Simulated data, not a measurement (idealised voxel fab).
process module | voxel wiring stack
cross-section cut | 170 nm wide | cells 5 nm
A cross-section is a grid of square cells, given in bands from the top down. A band is one or more rows of cells.
Each band's line starts with the height of the band's top and of its bottom, in nm. Then come its materials from left to right, each with its width in nm. One material with "throughout" fills the band from edge to edge. "air" is empty space.
Height 0 is the level under which the wafer as received is all one material. The lowest band goes on downwards, as in "0 down".
A width such as "30 to 40" changes by the same amount from each row of cells to the next, from the band's top row to its bottom row.
"no change" after a step means that no cell of the cross-section changed.
closed voids: empty space of 8 cells or more with no open way to the top, each as width x height at its distance from the left edge, in nm
after a step's settings: what the simulator itself notes on the step
overlay nm, on a step with a mask: how far to the right of its planned place the mask lay; to the left if negative
plan
1 op RECEIVE | material Si
2 op CONFORMAL_DEP | material SiO2 | thk nm 10
3 op CONFORMAL_DEP | material SiN | thk nm 5
4 op DIRECTIONAL_DEP | material lowk | thk nm 15
5 op PATTERN | tone open | mask id METAL_1 | material resist | width nm 20 | pitch nm 35 | thk nm 20 | overlay nm 0
6 op DIRECTIONAL_ETCH | etch materials lowk | depth nm 15
7 op DIRECTIONAL_ETCH | etch materials SiN | depth nm 5
8 op STRIP | etch materials resist
9 op CONFORMAL_DEP | material TiN | thk nm 5
10 op FILL_DEP | material Ru | thk nm 10
11 op CMP | height nm 30
12 op EPI | material Ru | thk nm 5
13 op FILL_DEP | material SiCN | thk nm 5
14 op DIRECTIONAL_DEP | material SiO2 | thk nm 10
15 op DIRECTIONAL_DEP | material aC | thk nm 15
16 op PATTERN | tone open | mask id PLUG_1 | material resist | width nm 15 | pitch nm 35 | thk nm 35 | overlay nm 0
17 op DIRECTIONAL_ETCH | etch materials aC | depth nm 15
18 op STRIP | etch materials resist
19 op DIRECTIONAL_ETCH | etch materials SiO2 | depth nm 10
20 op DIRECTIONAL_ETCH | etch materials SiCN | depth nm 5
21 op STRIP | etch materials aC
22 op EPI | material Ru | thk nm 10
23 op EPI | material Ru | thk nm 5
24 op CONFORMAL_DEP | material SiN | thk nm 5
25 op DIRECTIONAL_DEP | material lowk | thk nm 15
26 op MASKED_ETCH | tone open | mask id METAL_2 | width nm 20 | pitch nm 35 | etch materials lowk | depth nm 15 | overlay nm 0
27 op MASKED_ETCH | tone open | mask id METAL_2 | width nm 20 | pitch nm 35 | etch materials SiN | depth nm 5 | overlay nm 0
28 op CONFORMAL_DEP | material TiN | thk nm 5
29 op FILL_DEP | material W | thk nm 5
30 op CMP | height nm 70
31 op EPI | material Ru | thk nm 5
32 op FILL_DEP | material SiCN | thk nm 5
33 op DIRECTIONAL_DEP | material SiO2 | thk nm 30
34 op MASKED_ETCH | tone open | mask id METAL_3 | width nm 20 | pitch nm 35 | etch materials SiO2 | depth nm 15 | overlay nm 0
35 op PATTERN | tone open | mask id METAL_3_HOLES | material resist | width nm 15 | pitch nm 35 | thk nm 15 | overlay nm 0
36 op DIRECTIONAL_ETCH | etch materials SiO2 | depth nm 15
37 op DIRECTIONAL_ETCH | etch materials SiCN | depth nm 5
38 op STRIP | etch materials resist
39 op CONFORMAL_DEP | material TiN | thk nm 5
40 op FILL_DEP | material Ru | thk nm 10
41 op CMP | height nm 110
42 op CONFORMAL_DEP | material SiN | thk nm 5
as received, after step 1
  0 down: Si throughout
  closed voids: none
first wafer at the end, as planned
  115 to 110: SiN throughout
  110 to 100: SiO2 20 | TiN 5 | Ru 10 | TiN 5 | SiO2 15 | TiN 5 | Ru 10 | TiN 5 | SiO2 15 | TiN 5 | Ru 10 | TiN 5 | SiO2 15 | TiN 5 | Ru 10 | TiN 5 | SiO2 25
  100 to 95: SiO2 20 | TiN 5 | Ru 5 | TiN 10 | SiO2 15 | TiN 5 | Ru 5 | TiN 10 | SiO2 15 | TiN 5 | Ru 5 | TiN 10 | SiO2 15 | TiN 5 | Ru 5 | TiN 10 | SiO2 25
  95 to 80: SiO2 20 | TiN 5 | Ru 5 | TiN 5 | SiO2 20 | TiN 5 | Ru 5 | TiN 5 | SiO2 20 | TiN 5 | Ru 5 | TiN 5 | SiO2 20 | TiN 5 | Ru 5 | TiN 5 | SiO2 30
  80 to 75: SiCN 20 | TiN 15 | SiCN 20 | TiN 15 | SiCN 20 | TiN 15 | SiCN 20 | TiN 15 | SiCN 30
  75 to 70: SiCN 15 | Ru 30 | SiCN 5 | Ru 30 | SiCN 5 | Ru 30 | SiCN 5 | Ru 30 | SiCN 20
  70 to 55: lowk 20 | TiN 5 | W 10 | TiN 5 | lowk 15 | TiN 5 | W 10 | TiN 5 | lowk 15 | TiN 5 | W 10 | TiN 5 | lowk 15 | TiN 5 | W 10 | TiN 5 | lowk 25
  55 to 50: SiN 20 | TiN 20 | SiN 15 | TiN 20 | SiN 15 | TiN 20 | SiN 15 | TiN 20 | SiN 25
  50 to 40: SiO2 20 | Ru 15 | SiO2 20 | Ru 15 | SiO2 20 | Ru 15 | SiO2 20 | Ru 15 | SiO2 30
  40 to 30: SiCN 20 to 15 | Ru 15 to 30 | SiCN 20 to 5 | Ru 15 to 30 | SiCN 20 to 5 | Ru 15 to 30 | SiCN 20 to 5 | Ru 15 to 30 | SiCN 30 to 20
  30 to 15: lowk 20 | TiN 5 | Ru 10 | TiN 5 | lowk 15 | TiN 5 | Ru 10 | TiN 5 | lowk 15 | TiN 5 | Ru 10 | TiN 5 | lowk 15 | TiN 5 | Ru 10 | TiN 5 | lowk 25
  15 to 10: SiN 20 | TiN 20 | SiN 15 | TiN 20 | SiN 15 | TiN 20 | SiN 15 | TiN 20 | SiN 25
  10 to 0: SiO2 throughout
  0 down: Si throughout
  closed voids: none
second wafer at the end: like start, like plan, one mistake
  115 to 110: SiN throughout
  110 to 100: SiO2 20 | TiN 5 | Ru 10 | TiN 5 | SiO2 15 | TiN 5 | Ru 10 | TiN 5 | SiO2 15 | TiN 5 | Ru 10 | TiN 5 | SiO2 15 | TiN 5 | Ru 10 | TiN 5 | SiO2 25
  100 to 95: SiO2 20 | TiN 5 | Ru 5 | TiN 10 | SiO2 15 | TiN 5 | Ru 5 | TiN 10 | SiO2 15 | TiN 5 | Ru 5 | TiN 10 | SiO2 15 | TiN 5 | Ru 5 | TiN 10 | SiO2 25
  95 to 80: SiO2 20 | TiN 5 | Ru 5 | TiN 5 | SiO2 20 | TiN 5 | Ru 5 | TiN 5 | SiO2 20 | TiN 5 | Ru 5 | TiN 5 | SiO2 20 | TiN 5 | Ru 5 | TiN 5 | SiO2 30
  80 to 75: SiCN 20 | TiN 15 | SiCN 20 | TiN 15 | SiCN 20 | TiN 15 | SiCN 20 | TiN 15 | SiCN 30
  75 to 70: SiCN 15 | Ru 30 | SiCN 5 | Ru 30 | SiCN 5 | Ru 30 | SiCN 5 | Ru 30 | SiCN 20
  70 to 55: lowk 20 | TiN 5 | W 10 | TiN 5 | lowk 15 | TiN 5 | W 10 | TiN 5 | lowk 15 | TiN 5 | W 10 | TiN 5 | lowk 15 | TiN 5 | W 10 | TiN 5 | lowk 25
  55 to 50: SiN 20 | TiN 20 | SiN 15 | TiN 20 | SiN 15 | TiN 20 | SiN 15 | TiN 20 | SiN 25
  50 to 40: SiO2 20 | Ru 15 | SiO2 20 | Ru 15 | SiO2 20 | Ru 15 | SiO2 20 | Ru 15 | SiO2 30
  40 to 35: SiCN 20 | Ru 15 | SiCN 20 | Ru 15 | SiCN 20 | Ru 15 | SiCN 20 | Ru 15 | SiCN 30
  35 to 25: Ru throughout
  25 to 20: TiN 25 | Ru 10 | TiN 25 | Ru 10 | TiN 25 | Ru 10 | TiN 25 | Ru 10 | TiN 30
  20 to 5: lowk 20 | TiN 5 | Ru 10 | TiN 5 | lowk 15 | TiN 5 | Ru 10 | TiN 5 | lowk 15 | TiN 5 | Ru 10 | TiN 5 | lowk 15 | TiN 5 | Ru 10 | TiN 5 | lowk 25
  5 to 0: SiN 20 | TiN 20 | SiN 15 | TiN 20 | SiN 15 | TiN 20 | SiN 15 | TiN 20 | SiN 25
  0 down: Si throughout
  closed voids: none
what went wrong: step 2 was left out
at the end the second wafer has, in cells: 52 more of Ru | 10 fewer of SiCN | 68 fewer of SiO2 | 26 more of TiN
